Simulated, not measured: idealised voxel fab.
The following process module bears the name voxel gate over fins.
265 nm wide, 5 nm square cells: that's cross-section cut.
Cross-sections here: square-cell grids, written as top-down lists of bands, a band being one or more rows of cells.
Quick guide to a band line: top height, bottom height (nm) up front; then every material left to right with its width in nm. Only one material and it's marked "throughout"? Then it fills the band edge to edge. And "blank" just means empty space.
Measure heights from 0. That's the level where, below it, the as-received wafer is all one material. The lowest band is bottomless and extends downward; write it as in "0 -> down".
The width entry "30..40" should be interpreted row by row: the top row of cells in the band takes the first number, the bottom row takes the second number, and the change between adjacent rows is uniform throughout.
Take "no alterations made" at face value: in the step it is given for, the cross-section changed in none of its cells.
If an empty space has no open way to the top and is at least 8 cells in size, "Closed void list" lists it, written width x height at distance, where distance is measured from the left edge and every value is in nm.
What comes after the settings on a step's line is commentary from the simulator itself on that step.
overlay nm: right-of-plan distance of the mask on a masked step; negative values mean left-of-plan.

**List of planned process steps**
step 1: RECEIVE: material Si
step 2: CONFORMAL_DEP: material SiN, thk nm 5
step 3: DIRECTIONAL_DEP: material aC, thk nm 10
step 4: PATTERN: tone cover, mask id FINS, material resist, width nm 15, pitch nm 40, thk nm 30, overlay nm 0
step 5: DIRECTIONAL_ETCH: etch materials aC, depth nm 10
step 6: STRIP: etch materials resist
step 7: DIRECTIONAL_ETCH: etch materials SiN, depth nm 5
step 8: DIRECTIONAL_ETCH: etch materials Si, depth nm 30
step 9: STRIP: etch materials aC
step 10: OXIDIZE: depth nm 5
step 11: FILL_DEP: material SiO2, thk nm 15
step 12: CMP: height nm 5
step 13: SELECTIVE_ETCH: etch materials SiO2, depth nm 20
step 14: STRIP: etch materials SiN
step 15: CONFORMAL_DEP: material HfO2, thk nm 5
step 16: CONFORMAL_DEP: material TiN, thk nm 5
step 17: FILL_DEP: material W, thk nm 15
step 18: CMP: height nm 20
step 19: CONFORMAL_DEP: material SiN, thk nm 10

**As-received state of the wafer in cross-section, equivalent to post-step 1**
- 0 -> down: Si throughout
- Closed void list: none

**The module was run from the start shown above using the plan shown above, but one mistake was made doing it; the resulting wafer cross-section is below**
- 30 -> 20: SiN throughout
- 20 -> 10: W throughout
- 10 -> 5: 95 of W, 35 of TiN, 5 of W, 35 of TiN, 95 of W
- 5 -> 0: 95 of W, 5 of TiN, 25 of HfO2, 5 of TiN, 5 of W, 5 of TiN, 25 of HfO2, 5 of TiN, 95 of W
- 0 -> -5: 95 of W, 5 of TiN, 5 of HfO2, 15 of Si, 5 of HfO2, 5 of TiN, 5 of W, 5 of TiN, 5 of HfO2, 15 of Si, 5 of HfO2, 5 of TiN, 95 of W
- -5 -> -10: 100 of TiN, 5 of HfO2, 15 of Si, 5 of HfO2, 15 of TiN, 5 of HfO2, 15 of Si, 5 of HfO2, 100 of TiN
- -10 -> -15: 105 of HfO2, 15 of Si, 25 of HfO2, 15 of Si, 105 of HfO2
- -15 -> -35: 105 of SiO2, 15 of Si, 25 of SiO2, 15 of Si, 105 of SiO2
- -35 -> down: Si throughout
- Closed void list: none
The mistake made against the process plan was this: step 4 went in with a setting other than planned; the actual run was PATTERN: tone cover, mask id FINS, material resist, width nm 25, pitch nm 40, thk nm 30, overlay nm 0
